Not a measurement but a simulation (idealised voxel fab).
Title: Process Module voxel transistor to metal
Displayed cross-section: cut, width of 170 nm, square cells sized 5 nm.
Cross-section = grid of square cells, listed top down in bands; band = one or more rows. Band entry format. Leading values: height of top, height of bottom, nm. Remainder: materials in left-to-right order, each with its width in nm. Special words: "edge to edge" on a single material, which then fills the band edge to edge; "air", empty space. Heights from 0 (as-received wafer is one material below). Bottom band endless downward, as "z 0 and below". Note: "30 to 40" means the width goes from the first number (top row of the band) to the second number (bottom row) in equal steps per row of cells. "no change" -> step changed no cross-section cell. "Trapped void list" contains a list of empty spaces, each no smaller than 8 cells and without an open way to the top, written in the form width x height at distance with the distance from the left edge and all three in nm. It should be noted that, on the line of a given step, the content following the step's settings is a remark produced by the simulator itself with respect to that step. Regarding "overlay nm": on a step with a mask, it is the distance the mask lay to the right of its planned place; a negative value places it to the left.
## The planned process steps are enumerated hereunder
step 1: RECEIVE [material Si]
step 2: OXIDIZE [depth nm 5]
step 3: CONFORMAL_DEP [material SiN] [thk nm 10]
step 4: MASKED_ETCH [tone cover] [mask id ACTIVE] [width nm 125] [etch materials SiN] [depth nm 10] [overlay nm 0]
step 5: MASKED_ETCH [tone cover] [mask id ACTIVE] [width nm 125] [etch materials SiO2] [depth nm 5] [overlay nm 0]
step 6: MASKED_ETCH [tone cover] [mask id ACTIVE] [width nm 125] [etch materials Si] [depth nm 25] [overlay nm 0]
step 7: OXIDIZE [depth nm 5]
step 8: FILL_DEP [material SiO2] [thk nm 15]
step 9: CMP [height nm 10]
step 10: SELECTIVE_ETCH [etch materials SiO2] [depth nm 5]
step 11: STRIP [etch materials SiN]
step 12: SELECTIVE_ETCH [etch materials SiO2] [depth nm 5]
step 13: OXIDIZE [depth nm 5]
step 14: DIRECTIONAL_DEP [material polySi] [thk nm 30]
step 15: DIRECTIONAL_DEP [material SiCN] [thk nm 10]
step 16: MASKED_ETCH [tone cover] [mask id GATE] [width nm 25] [etch materials SiCN] [depth nm 20] [overlay nm 0]
step 17: MASKED_ETCH [tone cover] [mask id GATE] [width nm 25] [etch materials polySi] [depth nm 40] [overlay nm 0]
step 18: CONFORMAL_DEP [material SiO2] [thk nm 5]
step 19: DIRECTIONAL_ETCH [etch materials SiO2] [depth nm 5]
step 20: CONFORMAL_DEP [material SiN] [thk nm 10]
step 21: DIRECTIONAL_ETCH [etch materials SiN] [depth nm 10]
step 22: DIRECTIONAL_ETCH [etch materials SiO2] [depth nm 5]
step 23: DIRECTIONAL_ETCH [etch materials Si] [depth nm 10]
step 24: EPI [material pSi] [thk nm 15]
step 25: FILL_DEP [material SiO2] [thk nm 5]
step 26: CMP [height nm 35]
step 27: DIRECTIONAL_DEP [material SiO2] [thk nm 10]
step 28: PATTERN [tone open] [mask id CONTACT] [material resist] [width nm 35] [pitch nm 70] [thk nm 20] [overlay nm 0]
step 29: DIRECTIONAL_ETCH [etch materials SiO2] [depth nm 40]
step 30: STRIP [etch materials resist]
step 31: CONFORMAL_DEP [material TiN] [thk nm 5]
step 32: FILL_DEP [material W] [thk nm 10]
step 33: CMP [height nm 45]
step 34: CONFORMAL_DEP [material SiN] [thk nm 5]
step 35: DIRECTIONAL_DEP [material lowk] [thk nm 25]
step 36: DIRECTIONAL_DEP [material aC] [thk nm 15]
step 37: PATTERN [tone open] [mask id METAL_1] [material resist] [width nm 20] [pitch nm 85] [thk nm 30] [overlay nm 0]
step 38: DIRECTIONAL_ETCH [etch materials aC] [depth nm 15]
step 39: STRIP [etch materials resist]
step 40: DIRECTIONAL_ETCH [etch materials lowk] [depth nm 25]
step 41: DIRECTIONAL_ETCH [etch materials SiN] [depth nm 5]
step 42: STRIP [etch materials aC]
step 43: CONFORMAL_DEP [material TiN] [thk nm 5]
step 44: FILL_DEP [material Ru] [thk nm 5]
step 45: CMP [height nm 75]
step 46: CONFORMAL_DEP [material SiCN] [thk nm 5]
step 47: DIRECTIONAL_DEP [material lowk] [thk nm 25]
step 48: MASKED_ETCH [tone open] [mask id METAL_2] [width nm 20] [pitch nm 85] [etch materials lowk] [depth nm 15] [overlay nm 0]
step 49: MASKED_ETCH [tone open] [mask id METAL_2_HOLES] [width nm 15] [pitch nm 85] [etch materials lowk] [depth nm 10] [overlay nm 0]
step 50: MASKED_ETCH [tone open] [mask id METAL_2_HOLES] [width nm 15] [pitch nm 85] [etch materials SiCN] [depth nm 5] [overlay nm 0]
step 51: CONFORMAL_DEP [material TiN] [thk nm 5]
step 52: FILL_DEP [material Cu] [thk nm 10]
step 53: CMP [height nm 105]
step 54: CONFORMAL_DEP [material SiCN] [thk nm 5]
## Received-state cross-section, reflecting completion of step 1
  z 0 and below | Si edge to edge
  Trapped void list: none
## First of two wafers at the end of the module, shown in cross-section; run carried out as planned
  z 110 to 105 | SiCN edge to edge
  z 105 to 95 | lowk: 30 | TiN: 5 | Cu: 10 | TiN: 5 | lowk: 65 | TiN: 5 | Cu: 10 | TiN: 5 | lowk: 35
  z 95 to 90 | lowk: 30 | TiN: 5 | Cu: 5 | TiN: 10 | lowk: 65 | TiN: 5 | Cu: 5 | TiN: 10 | lowk: 35
  z 90 to 80 | lowk: 30 | TiN: 5 | Cu: 5 | TiN: 5 | lowk: 70 | TiN: 5 | Cu: 5 | TiN: 5 | lowk: 40
  z 80 to 75 | SiCN: 30 | TiN: 15 | SiCN: 70 | TiN: 15 | SiCN: 40
  z 75 to 50 | lowk: 30 | TiN: 5 | Ru: 10 | TiN: 5 | lowk: 65 | TiN: 5 | Ru: 10 | TiN: 5 | lowk: 35
  z 50 to 45 | SiN: 30 | TiN: 20 | SiN: 65 | TiN: 20 | SiN: 35
  z 45 to 35 | SiO2: 30 | TiN: 5 | W: 25 to 15 | TiN: 5 to 15 | SiO2: 35 | TiN: 5 to 15 | W: 25 to 15 | TiN: 5 | SiO2: 35
  z 35 to 25 | SiO2: 30 | TiN: 5 | W: 15 | TiN: 5 | SiN: 10 | SiO2: 5 | SiCN: 25 | SiO2: 5 | SiN: 10 | TiN: 5 | W: 15 | TiN: 5 | SiO2: 35
  z 25 to 10 | SiO2: 30 | TiN: 5 | W: 15 | TiN: 5 | SiN: 10 | SiO2: 5 | polySi: 25 | SiO2: 5 | SiN: 10 | TiN: 5 | W: 15 | TiN: 5 | SiO2: 35
  z 10 to 5 | SiO2: 30 | TiN: 25 | SiN: 10 | SiO2: 5 | polySi: 25 | SiO2: 5 | SiN: 10 | TiN: 25 | SiO2: 35
  z 5 to 0 | SiO2: 25 | pSi: 30 | SiN: 10 | SiO2: 5 | polySi: 25 | SiO2: 5 | SiN: 10 | pSi: 30 | SiO2: 30
  z 0 to -5 | SiO2: 20 | SiN: 10 | pSi: 25 | SiN: 10 | SiO2: 5 | polySi: 25 | SiO2: 5 | SiN: 10 | pSi: 25 | SiN: 10 | SiO2: 25
  z -5 to -10 | SiO2: 30 | pSi: 25 | SiO2: 55 | pSi: 25 | SiO2: 35
  z -10 to -20 | SiO2: 25 | Si: 5 | pSi: 25 | Si: 55 | pSi: 25 | Si: 5 | SiO2: 30
  z -20 to -35 | SiO2: 25 | Si: 115 | SiO2: 30
  z -35 and below | Si edge to edge
  Trapped void list: none
## Second wafer through the module, sectioned at the end: same beginning and same plan as the first wafer, with one mistake in carrying it out
  z 110 to 105 | SiCN edge to edge
  z 105 to 95 | lowk: 30 | TiN: 5 | Cu: 10 | TiN: 5 | lowk: 65 | TiN: 5 | Cu: 10 | TiN: 5 | lowk: 35
  z 95 to 90 | lowk: 30 | TiN: 5 | Cu: 5 | TiN: 10 | lowk: 65 | TiN: 5 | Cu: 5 | TiN: 10 | lowk: 35
  z 90 to 80 | lowk: 30 | TiN: 5 | Cu: 5 | TiN: 5 | lowk: 70 | TiN: 5 | Cu: 5 | TiN: 5 | lowk: 40
  z 80 to 75 | SiCN: 30 | TiN: 15 | SiCN: 70 | TiN: 15 | SiCN: 40
  z 75 to 50 | lowk: 30 | TiN: 5 | Ru: 10 | TiN: 5 | lowk: 65 | TiN: 5 | Ru: 10 | TiN: 5 | lowk: 35
  z 50 to 45 | SiN: 30 | TiN: 20 | SiN: 65 | TiN: 20 | SiN: 35
  z 45 to 35 | SiO2: 30 | TiN: 5 | W: 25 to 15 | TiN: 5 to 15 | SiO2: 35 | TiN: 5 to 15 | W: 25 to 15 | TiN: 5 | SiO2: 35
  z 35 to 25 | SiO2: 30 | TiN: 5 | W: 15 | TiN: 5 | SiN: 10 | SiO2: 5 | SiCN: 25 | SiO2: 5 | SiN: 10 | TiN: 5 | W: 15 | TiN: 5 | SiO2: 35
  z 25 to 10 | SiO2: 30 | TiN: 5 | W: 15 | TiN: 5 | SiN: 10 | SiO2: 5 | polySi: 25 | SiO2: 5 | SiN: 10 | TiN: 5 | W: 15 | TiN: 5 | SiO2: 35
  z 10 to 5 | SiO2: 30 | TiN: 25 | SiN: 10 | SiO2: 5 | polySi: 25 | SiO2: 5 | SiN: 10 | TiN: 25 | SiO2: 35
  z 5 to 0 | SiO2: 25 | pSi: 30 | SiN: 10 | SiO2: 5 | polySi: 25 | SiO2: 5 | SiN: 10 | pSi: 30 | SiO2: 30
  z 0 to -5 | SiO2: 20 | SiN: 10 | pSi: 25 | SiN: 10 | SiO2: 5 | polySi: 25 | SiO2: 5 | SiN: 10 | pSi: 25 | SiN: 10 | SiO2: 25
  z -5 to -10 | SiO2: 30 | pSi: 25 | SiO2: 55 | pSi: 25 | SiO2: 35
  z -10 to -20 | SiO2: 25 | Si: 5 | pSi: 25 | Si: 55 | pSi: 25 | Si: 5 | SiO2: 30
  z -20 to -60 | SiO2: 25 | Si: 115 | SiO2: 30
  z -60 and below | Si edge to edge
  Trapped void list: none
Short version of what went wrong: plan step 6 ran twice
Count the cells at the end and the second wafer has more or fewer of some materials than the first: Si -55 | SiO2 +55
